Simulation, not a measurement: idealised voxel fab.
Process module under the name voxel transistor to metal
Square cells of 5 nm make up the cross-section cut, whose width is 160 nm.
This document writes a cross-section as a grid whose cells are square, and gives it as bands, listed from the top down; one or more rows of cells form a band. Per band: top height and bottom height in nm, followed by the left-to-right materials and their widths in nm; "everywhere" marks a single material spanning edge to edge, "air" marks empty space. Measure heights from 0. That's the level where, below it, the as-received wafer is all one material. The lowest band is bottomless and extends downward; write it as in "0 and below". Top row gets the first number, bottom row gets the second, and each row in between changes by the same step: that is how a band width like "30->40" works. Step marked "everything unchanged"? Then no cell in the cross-section changed in it. Listed in "Enclosed void catalog": every empty space of 8 or more cells without an open way to the top. Form: width x height at distance, the distance being from the left edge, all in nm. Read whatever lies past the settings on a step's line as the simulator's own remark about the step. overlay nm: for a step with a mask, the amount by which the mask lay right of where it was planned; a negative amount means left of it.
### Planned step list for the process
1 RECEIVE with material Si
2 CONFORMAL_DEP with material SiO2, thk nm 5
3 CONFORMAL_DEP with material SiN, thk nm 15
4 DIRECTIONAL_DEP with material aC, thk nm 10
5 PATTERN with tone cover, mask id ACTIVE, material resist, width nm 90, thk nm 30, overlay nm 0
6 DIRECTIONAL_ETCH with etch materials aC, depth nm 10
7 STRIP with etch materials resist
8 DIRECTIONAL_ETCH with etch materials SiN, depth nm 15
9 DIRECTIONAL_ETCH with etch materials SiO2, depth nm 5
10 DIRECTIONAL_ETCH with etch materials Si, depth nm 35
11 STRIP with etch materials aC
12 FILL_DEP with material SiO2, thk nm 5
13 CMP with height nm 20
14 SELECTIVE_ETCH with etch materials SiO2, depth nm 10
15 STRIP with etch materials SiN
16 SELECTIVE_ETCH with etch materials SiO2, depth nm 5
17 OXIDIZE with depth nm 5
18 DIRECTIONAL_DEP with material polySi, thk nm 20
19 DIRECTIONAL_DEP with material SiCN, thk nm 10
20 PATTERN with tone cover, mask id GATE, material resist, width nm 20, thk nm 20, overlay nm 0
21 DIRECTIONAL_ETCH with etch materials SiCN, depth nm 20
22 DIRECTIONAL_ETCH with etch materials polySi, depth nm 30
23 STRIP with etch materials resist
24 CONFORMAL_DEP with material SiN, thk nm 5
25 DIRECTIONAL_ETCH with etch materials SiN, depth nm 5
26 DIRECTIONAL_ETCH with etch materials SiO2, depth nm 5
27 DIRECTIONAL_ETCH with etch materials Si, depth nm 10
28 EPI with material SiGe, thk nm 10
29 FILL_DEP with material SiO2, thk nm 10
30 CMP with height nm 30
31 DIRECTIONAL_DEP with material SiO2, thk nm 15
32 MASKED_ETCH with tone open, mask id CONTACT, width nm 15, pitch nm 65, etch materials SiO2, depth nm 50, overlay nm 0
33 CONFORMAL_DEP with material TiN, thk nm 5
34 FILL_DEP with material W, thk nm 5
35 CMP with height nm 45
36 DIRECTIONAL_DEP with material TiN, thk nm 5
37 DIRECTIONAL_DEP with material Ru, thk nm 15
38 MASKED_ETCH with tone cover, mask id METAL_1, width nm 15, pitch nm 65, etch materials Ru, depth nm 15, overlay nm 0
39 MASKED_ETCH with tone cover, mask id METAL_1, width nm 15, pitch nm 65, etch materials TiN, depth nm 5, overlay nm 0
40 FILL_DEP with material lowk, thk nm 5
41 CMP with height nm 65
42 CONFORMAL_DEP with material SiCN, thk nm 5
43 DIRECTIONAL_DEP with material lowk, thk nm 25
44 MASKED_ETCH with tone open, mask id METAL_2, width nm 15, pitch nm 65, etch materials lowk, depth nm 15, overlay nm 0
45 PATTERN with tone open, mask id METAL_2_HOLES, material resist, width nm 15, pitch nm 65, thk nm 20, overlay nm 0
46 DIRECTIONAL_ETCH with etch materials lowk, depth nm 10
47 DIRECTIONAL_ETCH with etch materials SiCN, depth nm 5
48 STRIP with etch materials resist
49 CONFORMAL_DEP with material TiN, thk nm 5
50 FILL_DEP with material Cu, thk nm 10
51 CMP with height nm 95
52 CONFORMAL_DEP with material SiCN, thk nm 5
### First of the two wafers, run per plan
### Cross-section, incoming material, after step 1
    0 and below = Si everywhere
    Enclosed void catalog: none
### State of the wafer after step 2, shown in cross-section
    5 down to 0 = SiO2 everywhere
    Lower than 0, everything is as it was.
### State of the wafer after step 3, shown in cross-section
    20 down to 5 = SiN everywhere
    Lower than 5, everything is as it was.
### State of the wafer after step 4, shown in cross-section
    30 down to 20 = aC everywhere
    Lower than 20, everything is as it was.
### State of the wafer after step 5, shown in cross-section
    60 down to 30 = 35 of air  90 of resist  35 of air
    Lower than 30, everything is as it was.
### State of the wafer after step 6, shown in cross-section
    50 down to 30 = 35 of air  90 of resist  35 of air
    30 down to 20 = 35 of air  90 of aC  35 of air
    Lower than 20, everything is as it was.
### State of the wafer after step 7, shown in cross-section
    30 down to 20 = 35 of air  90 of aC  35 of air
    Lower than 20, everything is as it was.
### State of the wafer after step 8, shown in cross-section
    30 down to 20 = 35 of air  90 of aC  35 of air
    20 down to 5 = 35 of air  90 of SiN  35 of air
    Lower than 5, everything is as it was.
### State of the wafer after step 9, shown in cross-section
    30 down to 20 = 35 of air  90 of aC  35 of air
    20 down to 5 = 35 of air  90 of SiN  35 of air
    5 down to 0 = 35 of air  90 of SiO2  35 of air
    Lower than 0, everything is as it was.
### State of the wafer after step 10, shown in cross-section
    30 down to 20 = 35 of air  90 of aC  35 of air
    20 down to 5 = 35 of air  90 of SiN  35 of air
    5 down to 0 = 35 of air  90 of SiO2  35 of air
    0 down to -35 = 35 of air  90 of Si  35 of air
    Lower than -35, everything is as it was.
### State of the wafer after step 11, shown in cross-section
    20 down to 5 = 35 of air  90 of SiN  35 of air
    Lower than 5, everything is as it was.
### State of the wafer after step 12, shown in cross-section
    25 down to 20 = SiO2 everywhere
    20 down to 5 = 35 of SiO2  90 of SiN  35 of SiO2
    5 down to 0 = SiO2 everywhere
    0 down to -35 = 35 of SiO2  90 of Si  35 of SiO2
    Lower than -35, everything is as it was.
### State of the wafer after step 13, shown in cross-section
    20 down to 5 = 35 of SiO2  90 of SiN  35 of SiO2
    Lower than 5, everything is as it was.
### State of the wafer after step 14, shown in cross-section
    20 down to 10 = 35 of air  90 of SiN  35 of air
    Lower than 10, everything is as it was.
### State of the wafer after step 15, shown in cross-section
    10 down to 5 = 35 of SiO2  90 of air  35 of SiO2
    Lower than 5, everything is as it was.
### State of the wafer after step 16, shown in cross-section
    5 down to 0 = 30 of SiO2  100 of air  30 of SiO2
    Lower than 0, everything is as it was.
### State of the wafer after step 17, shown in cross-section
    5 down to 0 = 30 of SiO2  100 of air  30 of SiO2
    0 down to -5 = SiO2 everywhere
    Lower than -5, everything is as it was.
### State of the wafer after step 18, shown in cross-section
    25 down to 20 = 30 of polySi  100 of air  30 of polySi
    20 down to 5 = polySi everywhere
    5 down to 0 = 30 of SiO2  100 of polySi  30 of SiO2
    Lower than 0, everything is as it was.
### State of the wafer after step 19, shown in cross-section
    35 down to 30 = 30 of SiCN  100 of air  30 of SiCN
    30 down to 25 = SiCN everywhere
    25 down to 20 = 30 of polySi  100 of SiCN  30 of polySi
    Lower than 20, everything is as it was.
### State of the wafer after step 20, shown in cross-section
    55 down to 35 = 70 of air  20 of resist  70 of air
    35 down to 30 = 30 of SiCN  40 of air  20 of resist  40 of air  30 of SiCN
    Lower than 30, everything is as it was.
### State of the wafer after step 21, shown in cross-section
    55 down to 30 = 70 of air  20 of resist  70 of air
    30 down to 25 = 70 of air  20 of SiCN  70 of air
    25 down to 20 = 30 of polySi  40 of air  20 of SiCN  40 of air  30 of polySi
    Lower than 20, everything is as it was.
### State of the wafer after step 22, shown in cross-section
    55 down to 30 = 70 of air  20 of resist  70 of air
    30 down to 20 = 70 of air  20 of SiCN  70 of air
    20 down to 5 = 70 of air  20 of polySi  70 of air
    5 down to 0 = 30 of SiO2  40 of air  20 of polySi  40 of air  30 of SiO2
    Lower than 0, everything is as it was.
### State of the wafer after step 23, shown in cross-section
    30 down to 20 = 70 of air  20 of SiCN  70 of air
    Lower than 20, everything is as it was.
### State of the wafer after step 24, shown in cross-section
    35 down to 30 = 65 of air  30 of SiN  65 of air
    30 down to 20 = 65 of air  5 of SiN  20 of SiCN  5 of SiN  65 of air
    20 down to 10 = 65 of air  5 of SiN  20 of polySi  5 of SiN  65 of air
    10 down to 5 = 35 of SiN  30 of air  5 of SiN  20 of polySi  5 of SiN  30 of air  35 of SiN
    5 down to 0 = 30 of SiO2  40 of SiN  20 of polySi  40 of SiN  30 of SiO2
    Lower than 0, everything is as it was.
### State of the wafer after step 25, shown in cross-section
    30 down to 20 = 65 of air  5 of SiN  20 of SiCN  5 of SiN  65 of air
    20 down to 5 = 65 of air  5 of SiN  20 of polySi  5 of SiN  65 of air
    5 down to 0 = 30 of SiO2  5 of SiN  30 of air  5 of SiN  20 of polySi  5 of SiN  30 of air  5 of SiN  30 of SiO2
    Lower than 0, everything is as it was.
### State of the wafer after step 26, shown in cross-section
    30 down to 20 = 65 of air  5 of SiN  20 of SiCN  5 of SiN  65 of air
    20 down to 5 = 65 of air  5 of SiN  20 of polySi  5 of SiN  65 of air
    5 down to 0 = 30 of air  5 of SiN  30 of air  5 of SiN  20 of polySi  5 of SiN  30 of air  5 of SiN  30 of air
    0 down to -5 = 35 of SiO2  30 of air  30 of SiO2  30 of air  35 of SiO2
    Lower than -5, everything is as it was.
### State of the wafer after step 27, shown in cross-section
    30 down to 20 = 65 of air  5 of SiN  20 of SiCN  5 of SiN  65 of air
    20 down to 5 = 65 of air  5 of SiN  20 of polySi  5 of SiN  65 of air
    5 down to 0 = 30 of air  5 of SiN  30 of air  5 of SiN  20 of polySi  5 of SiN  30 of air  5 of SiN  30 of air
    0 down to -5 = 35 of SiO2  30 of air  30 of SiO2  30 of air  35 of SiO2
    -5 down to -15 = 35 of SiO2  30 of air  30 of Si  30 of air  35 of SiO2
    Lower than -15, everything is as it was.
### State of the wafer after step 28, shown in cross-section
    30 down to 20 = 65 of air  5 of SiN  20 of SiCN  5 of SiN  65 of air
    20 down to 5 = 65 of air  5 of SiN  20 of polySi  5 of SiN  65 of air
    5 down to 0 = 30 of air  5 of SiN  20 of air  10 of SiGe  5 of SiN  20 of polySi  5 of SiN  10 of SiGe  20 of air  5 of SiN  30 of air
    0 down to -5 = 35 of SiO2  20 of air  10 of SiGe  30 of SiO2  10 of SiGe  20 of air  35 of SiO2
    -5 down to -15 = 35 of SiO2  30 of SiGe  30 of Si  30 of SiGe  35 of SiO2
    Lower than -15, everything is as it was.
### State of the wafer after step 29, shown in cross-section
    40 down to 30 = SiO2 everywhere
    30 down to 20 = 65 of SiO2  5 of SiN  20 of SiCN  5 of SiN  65 of SiO2
    20 down to 5 = 65 of SiO2  5 of SiN  20 of polySi  5 of SiN  65 of SiO2
    5 down to 0 = 30 of SiO2  5 of SiN  20 of SiO2  10 of SiGe  5 of SiN  20 of polySi  5 of SiN  10 of SiGe  20 of SiO2  5 of SiN  30 of SiO2
    0 down to -5 = 55 of SiO2  10 of SiGe  30 of SiO2  10 of SiGe  55 of SiO2
    Lower than -5, everything is as it was.
### State of the wafer after step 30, shown in cross-section
    30 down to 20 = 65 of SiO2  5 of SiN  20 of SiCN  5 of SiN  65 of SiO2
    Lower than 20, everything is as it was.
### State of the wafer after step 31, shown in cross-section
    45 down to 30 = SiO2 everywhere
    Lower than 30, everything is as it was.
### State of the wafer after step 32, shown in cross-section
    45 down to 30 = 40 of SiO2  15 of air  50 of SiO2  15 of air  40 of SiO2
    30 down to 20 = 40 of SiO2  15 of air  10 of SiO2  5 of SiN  20 of SiCN  5 of SiN  10 of SiO2  15 of air  40 of SiO2
    20 down to 5 = 40 of SiO2  15 of air  10 of SiO2  5 of SiN  20 of polySi  5 of SiN  10 of SiO2  15 of air  40 of SiO2
    5 down to 0 = 30 of SiO2  5 of SiN  5 of SiO2  15 of air  10 of SiGe  5 of SiN  20 of polySi  5 of SiN  10 of SiGe  15 of air  5 of SiO2  5 of SiN  30 of SiO2
    0 down to -5 = 40 of SiO2  15 of air  10 of SiGe  30 of SiO2  10 of SiGe  15 of air  40 of SiO2
    Lower than -5, everything is as it was.
### State of the wafer after step 33, shown in cross-section
    50 down to 45 = 45 of TiN  5 of air  60 of TiN  5 of air  45 of TiN
    45 down to 30 = 40 of SiO2  5 of TiN  5 of air  5 of TiN  50 of SiO2  5 of TiN  5 of air  5 of TiN  40 of SiO2
    30 down to 20 = 40 of SiO2  5 of TiN  5 of air  5 of TiN  10 of SiO2  5 of SiN  20 of SiCN  5 of SiN  10 of SiO2  5 of TiN  5 of air  5 of TiN  40 of SiO2
    20 down to 5 = 40 of SiO2  5 of TiN  5 of air  5 of TiN  10 of SiO2  5 of SiN  20 of polySi  5 of SiN  10 of SiO2  5 of TiN  5 of air  5 of TiN  40 of SiO2
    5 down to 0 = 30 of SiO2  5 of SiN  5 of SiO2  5 of TiN  5 of air  5 of TiN  10 of SiGe  5 of SiN  20 of polySi  5 of SiN  10 of SiGe  5 of TiN  5 of air  5 of TiN  5 of SiO2  5 of SiN  30 of SiO2
    0 down to -5 = 40 of SiO2  15 of TiN  10 of SiGe  30 of SiO2  10 of SiGe  15 of TiN  40 of SiO2
    Lower than -5, everything is as it was.
### State of the wafer after step 34, shown in cross-section
    55 down to 50 = W everywhere
    50 down to 45 = 45 of TiN  5 of W  60 of TiN  5 of W  45 of TiN
    45 down to 30 = 40 of SiO2  5 of TiN  5 of W  5 of TiN  50 of SiO2  5 of TiN  5 of W  5 of TiN  40 of SiO2
    30 down to 20 = 40 of SiO2  5 of TiN  5 of W  5 of TiN  10 of SiO2  5 of SiN  20 of SiCN  5 of SiN  10 of SiO2  5 of TiN  5 of W  5 of TiN  40 of SiO2
    20 down to 5 = 40 of SiO2  5 of TiN  5 of W  5 of TiN  10 of SiO2  5 of SiN  20 of polySi  5 of SiN  10 of SiO2  5 of TiN  5 of W  5 of TiN  40 of SiO2
    5 down to 0 = 30 of SiO2  5 of SiN  5 of SiO2  5 of TiN  5 of W  5 of TiN  10 of SiGe  5 of SiN  20 of polySi  5 of SiN  10 of SiGe  5 of TiN  5 of W  5 of TiN  5 of SiO2  5 of SiN  30 of SiO2
    Lower than 0, everything is as it was.
### State of the wafer after step 35, shown in cross-section
    45 down to 30 = 40 of SiO2  5 of TiN  5 of W  5 of TiN  50 of SiO2  5 of TiN  5 of W  5 of TiN  40 of SiO2
    Lower than 30, everything is as it was.
### State of the wafer after step 36, shown in cross-section
    50 down to 45 = TiN everywhere
    Lower than 45, everything is as it was.
### State of the wafer after step 37, shown in cross-section
    65 down to 50 = Ru everywhere
    Lower than 50, everything is as it was.
### State of the wafer after step 38, shown in cross-section
    65 down to 50 = 40 of air  15 of Ru  50 of air  15 of Ru  40 of air
    Lower than 50, everything is as it was.
### State of the wafer after step 39, shown in cross-section
    65 down to 50 = 40 of air  15 of Ru  50 of air  15 of Ru  40 of air
    50 down to 45 = 40 of air  15 of TiN  50 of air  15 of TiN  40 of air
    Lower than 45, everything is as it was.
### State of the wafer after step 40, shown in cross-section
    70 down to 65 = lowk everywhere
    65 down to 50 = 40 of lowk  15 of Ru  50 of lowk  15 of Ru  40 of lowk
    50 down to 45 = 40 of lowk  15 of TiN  50 of lowk  15 of TiN  40 of lowk
    Lower than 45, everything is as it was.
### State of the wafer after step 41, shown in cross-section
    65 down to 50 = 40 of lowk  15 of Ru  50 of lowk  15 of Ru  40 of lowk
    Lower than 50, everything is as it was.
### State of the wafer after step 42, shown in cross-section
    70 down to 65 = SiCN everywhere
    Lower than 65, everything is as it was.
### State of the wafer after step 43, shown in cross-section
    95 down to 70 = lowk everywhere
    Lower than 70, everything is as it was.
### State of the wafer after step 44, shown in cross-section
    95 down to 80 = 40 of lowk  15 of air  50 of lowk  15 of air  40 of lowk
    Lower than 80, everything is as it was.
### State of the wafer after step 45, shown in cross-section
    115 down to 95 = 40 of resist  15 of air  50 of resist  15 of air  40 of resist
    Lower than 95, everything is as it was.
### State of the wafer after step 46, shown in cross-section
    115 down to 95 = 40 of resist  15 of air  50 of resist  15 of air  40 of resist
    95 down to 70 = 40 of lowk  15 of air  50 of lowk  15 of air  40 of lowk
    Lower than 70, everything is as it was.
### State of the wafer after step 47, shown in cross-section
    115 down to 95 = 40 of resist  15 of air  50 of resist  15 of air  40 of resist
    95 down to 70 = 40 of lowk  15 of air  50 of lowk  15 of air  40 of lowk
    70 down to 65 = 40 of SiCN  15 of air  50 of SiCN  15 of air  40 of SiCN
    Lower than 65, everything is as it was.
### State of the wafer after step 48, shown in cross-section
    95 down to 70 = 40 of lowk  15 of air  50 of lowk  15 of air  40 of lowk
    Lower than 70, everything is as it was.
### State of the wafer after step 49, shown in cross-section
    100 down to 95 = 45 of TiN  5 of air  60 of TiN  5 of air  45 of TiN
    95 down to 70 = 40 of lowk  5 of TiN  5 of air  5 of TiN  50 of lowk  5 of TiN  5 of air  5 of TiN  40 of lowk
    70 down to 65 = 40 of SiCN  15 of TiN  50 of SiCN  15 of TiN  40 of SiCN
    Lower than 65, everything is as it was.
### State of the wafer after step 50, shown in cross-section
    110 down to 100 = Cu everywhere
    100 down to 95 = 45 of TiN  5 of Cu  60 of TiN  5 of Cu  45 of TiN
    95 down to 70 = 40 of lowk  5 of TiN  5 of Cu  5 of TiN  50 of lowk  5 of TiN  5 of Cu  5 of TiN  40 of lowk
    Lower than 70, everything is as it was.
### State of the wafer after step 51, shown in cross-section
    95 down to 70 = 40 of lowk  5 of TiN  5 of Cu  5 of TiN  50 of lowk  5 of TiN  5 of Cu  5 of TiN  40 of lowk
    Lower than 70, everything is as it was.
### State of the wafer after step 52, shown in cross-section
    100 down to 95 = SiCN everywhere
    Lower than 95, everything is as it was.
### It is to be noted that the second wafer proceeded from the same initial state and according to the same plan as the first, although one mistake was committed in its execution; through step 41, inclusive, the two wafers share an identical history
### Here is the second wafer in cross-section at the point where step 42 of the plan should have been done
    90 down to 65 = lowk everywhere
    Lower than 65, everything is as it was.
### Here is the second wafer in cross-section at the point where step 43 of the plan should have been done
    95 down to 90 = SiCN everywhere
    Lower than 90, everything is as it was.
Here is the second wafer in cross-section at the point where step 44 of the plan should have been done: everything unchanged
### Here is the second wafer in cross-section at the point where step 45 of the plan should have been done
    115 down to 95 = 40 of resist  15 of air  50 of resist  15 of air  40 of resist
    Lower than 95, everything is as it was.
Here is the second wafer in cross-section at the point where step 46 of the plan should have been done: everything unchanged
### Here is the second wafer in cross-section at the point where step 47 of the plan should have been done
    115 down to 95 = 40 of resist  15 of air  50 of resist  15 of air  40 of resist
    95 down to 90 = 40 of SiCN  15 of air  50 of SiCN  15 of air  40 of SiCN
    Lower than 90, everything is as it was.
### Here is the second wafer in cross-section at the point where step 48 of the plan should have been done
    95 down to 90 = 40 of SiCN  15 of air  50 of SiCN  15 of air  40 of SiCN
    Lower than 90, everything is as it was.
### Here is the second wafer in cross-section at the point where step 49 of the plan should have been done
    100 down to 95 = 45 of TiN  5 of air  60 of TiN  5 of air  45 of TiN
    95 down to 90 = 40 of SiCN  15 of TiN  50 of SiCN  15 of TiN  40 of SiCN
    Lower than 90, everything is as it was.
### Here is the second wafer in cross-section at the point where step 50 of the plan should have been done
    110 down to 100 = Cu everywhere
    100 down to 95 = 45 of TiN  5 of Cu  60 of TiN  5 of Cu  45 of TiN
    Lower than 95, everything is as it was.
### Here is the second wafer in cross-section at the point where step 51 of the plan should have been done
    95 down to 90 = 40 of SiCN  15 of TiN  50 of SiCN  15 of TiN  40 of SiCN
    Lower than 90, everything is as it was.
### Here is the second wafer in cross-section at the point where step 52 of the plan should have been done
    100 down to 95 = SiCN everywhere
    Lower than 95, everything is as it was.
Diagnosis: steps 42 and 43 run out of order (swapped)
Looking at both finished wafers in cells, the second ends up ahead of or behind the first on some materials: Cu: 10 fewer; TiN: 20 fewer; lowk: 30 more
